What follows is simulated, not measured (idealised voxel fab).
process module | voxel transistor to metal
cross-section cut | 200 nm wide | cells 5 nm
A cross-section is a grid of square cells, given in bands from the top down. A band is one or more rows of cells.
Each band's line starts with the height of the band's top and of its bottom, in nm. Then come its materials from left to right, each with its width in nm. One material with "throughout" fills the band from edge to edge. "air" is empty space.
Height 0 is the level under which the wafer as received is all one material. The lowest band goes on downwards, as in "0 down".
A width such as "30 to 40" changes by the same amount from each row of cells to the next, from the band's top row to its bottom row.
"no change" after a step means that no cell of the cross-section changed.
closed voids: empty space of 8 cells or more with no open way to the top, each as width x height at its distance from the left edge, in nm
after a step's settings: what the simulator itself notes on the step
overlay nm, on a step with a mask: how far to the right of its planned place the mask lay; to the left if negative
plan
1 op RECEIVE | material Si
2 op CONFORMAL_DEP | material SiO2 | thk nm 5
3 op CONFORMAL_DEP | material SiN | thk nm 15
4 op MASKED_ETCH | tone cover | mask id ACTIVE | width nm 110 | etch materials SiN | depth nm 15 | overlay nm 0
5 op MASKED_ETCH | tone cover | mask id ACTIVE | width nm 110 | etch materials SiO2 | depth nm 5 | overlay nm 0
6 op MASKED_ETCH | tone cover | mask id ACTIVE | width nm 110 | etch materials Si | depth nm 30 | overlay nm 0
7 op FILL_DEP | material SiO2 | thk nm 15
8 op CMP | height nm 20
9 op SELECTIVE_ETCH | etch materials SiO2 | depth nm 5
10 op STRIP | etch materials SiN
11 op SELECTIVE_ETCH | etch materials SiO2 | depth nm 5
12 op OXIDIZE | depth nm 5
13 op DIRECTIONAL_DEP | material polySi | thk nm 20
14 op DIRECTIONAL_DEP | material SiCN | thk nm 10
15 op PATTERN | tone cover | mask id GATE | material resist | width nm 20 | thk nm 20 | overlay nm 0
16 op DIRECTIONAL_ETCH | etch materials SiCN | depth nm 20
17 op DIRECTIONAL_ETCH | etch materials polySi | depth nm 30
18 op STRIP | etch materials resist
19 op CONFORMAL_DEP | material SiN | thk nm 5
20 op DIRECTIONAL_ETCH | etch materials SiN | depth nm 5
21 op DIRECTIONAL_ETCH | etch materials SiO2 | depth nm 5
22 op DIRECTIONAL_ETCH | etch materials Si | depth nm 10
23 op EPI | material SiGe | thk nm 10
24 op FILL_DEP | material SiO2 | thk nm 10
25 op CMP | height nm 30
26 op DIRECTIONAL_DEP | material SiO2 | thk nm 10
27 op MASKED_ETCH | tone open | mask id CONTACT | width nm 15 | pitch nm 75 | etch materials SiO2 | depth nm 45 | overlay nm 0
28 op CONFORMAL_DEP | material TiN | thk nm 5
29 op FILL_DEP | material W | thk nm 10
30 op CMP | height nm 40
31 op CONFORMAL_DEP | material SiCN | thk nm 5
32 op DIRECTIONAL_DEP | material lowk | thk nm 20
33 op MASKED_ETCH | tone open | mask id METAL_1 | width nm 15 | pitch nm 75 | etch materials lowk | depth nm 20 | overlay nm 0
34 op MASKED_ETCH | tone open | mask id METAL_1 | width nm 15 | pitch nm 75 | etch materials SiCN | depth nm 5 | overlay nm 0
35 op CONFORMAL_DEP | material TiN | thk nm 5
36 op FILL_DEP | material Cu | thk nm 5
37 op CMP | height nm 65
38 op EPI | material Ru | thk nm 5
39 op FILL_DEP | material SiCN | thk nm 5
as received, after step 1
  0 down: Si throughout
  closed voids: none
first wafer at the end, as planned
  75 to 70: SiCN throughout
  70 to 65: SiCN 50 | Ru 25 | SiCN 50 | Ru 25 | SiCN 50
  65 to 45: lowk 55 | TiN 5 | Cu 5 | TiN 5 | lowk 60 | TiN 5 | Cu 5 | TiN 5 | lowk 55
  45 to 40: SiCN 55 | TiN 15 | SiCN 60 | TiN 15 | SiCN 55
  40 to 30: SiO2 55 | TiN 5 | W 5 | TiN 5 | SiO2 60 | TiN 5 | W 5 | TiN 5 | SiO2 55
  30 to 20: SiO2 55 | TiN 5 | W 5 | TiN 5 | SiO2 15 | SiN 5 | SiCN 20 | SiN 5 | SiO2 15 | TiN 5 | W 5 | TiN 5 | SiO2 55
  20 to 10: SiO2 55 | TiN 5 | W 5 | TiN 5 | SiO2 15 | SiN 5 | polySi 20 | SiN 5 | SiO2 15 | TiN 5 | W 5 | TiN 5 | SiO2 55
  10 to 5: SiO2 40 | SiN 5 | SiO2 10 | TiN 5 | W 5 | TiN 5 | SiO2 15 | SiN 5 | polySi 20 | SiN 5 | SiO2 15 | TiN 5 | W 5 | TiN 5 | SiO2 10 | SiN 5 | SiO2 40
  5 to 0: SiO2 40 | SiN 5 | SiO2 10 | TiN 5 | W 5 | TiN 5 | SiO2 5 | SiGe 10 | SiN 5 | polySi 20 | SiN 5 | SiGe 10 | SiO2 5 | TiN 5 | W 5 | TiN 5 | SiO2 10 | SiN 5 | SiO2 40
  0 to -5: SiO2 55 | TiN 15 | SiO2 5 | SiGe 10 | SiO2 30 | SiGe 10 | SiO2 5 | TiN 15 | SiO2 55
  -5 to -15: SiO2 45 | SiGe 40 | Si 30 | SiGe 40 | SiO2 45
  -15 to -30: SiO2 45 | Si 110 | SiO2 45
  -30 down: Si throughout
  closed voids: none
second wafer at the end: like start, like plan, one mistake
  75 to 70: SiCN throughout
  70 to 65: SiCN 50 | Ru 25 | SiCN 50 | Ru 25 | SiCN 50
  65 to 50: lowk 55 | TiN 5 | Cu 5 | TiN 5 | lowk 60 | TiN 5 | Cu 5 | TiN 5 | lowk 55
  50 to 45: lowk 55 | TiN 15 | lowk 60 | TiN 15 | lowk 55
  45 to 40: SiCN 65 | TiN 5 | SiCN 70 | TiN 5 | SiCN 55
  40 to 30: SiO2 55 | TiN 5 | W 5 | TiN 5 | SiO2 60 | TiN 5 | W 5 | TiN 5 | SiO2 55
  30 to 20: SiO2 55 | TiN 5 | W 5 | TiN 5 | SiO2 15 | SiN 5 | SiCN 20 | SiN 5 | SiO2 15 | TiN 5 | W 5 | TiN 5 | SiO2 55
  20 to 10: SiO2 55 | TiN 5 | W 5 | TiN 5 | SiO2 15 | SiN 5 | polySi 20 | SiN 5 | SiO2 15 | TiN 5 | W 5 | TiN 5 | SiO2 55
  10 to 5: SiO2 40 | SiN 5 | SiO2 10 | TiN 5 | W 5 | TiN 5 | SiO2 15 | SiN 5 | polySi 20 | SiN 5 | SiO2 15 | TiN 5 | W 5 | TiN 5 | SiO2 10 | SiN 5 | SiO2 40
  5 to 0: SiO2 40 | SiN 5 | SiO2 10 | TiN 5 | W 5 | TiN 5 | SiO2 5 | SiGe 10 | SiN 5 | polySi 20 | SiN 5 | SiGe 10 | SiO2 5 | TiN 5 | W 5 | TiN 5 | SiO2 10 | SiN 5 | SiO2 40
  0 to -5: SiO2 55 | TiN 15 | SiO2 5 | SiGe 10 | SiO2 30 | SiGe 10 | SiO2 5 | TiN 15 | SiO2 55
  -5 to -15: SiO2 45 | SiGe 40 | Si 30 | SiGe 40 | SiO2 45
  -15 to -30: SiO2 45 | Si 110 | SiO2 45
  -30 down: Si throughout
  closed voids: none
what went wrong: step 34 ran as: op MASKED_ETCH | tone open | mask id METAL_1 | width nm 15 | pitch nm 75 | etch materials SiCN | depth nm 5 | overlay nm 10
at the end the second wafer has, in cells: 2 fewer of Cu | 4 more of SiCN | 2 fewer of TiN
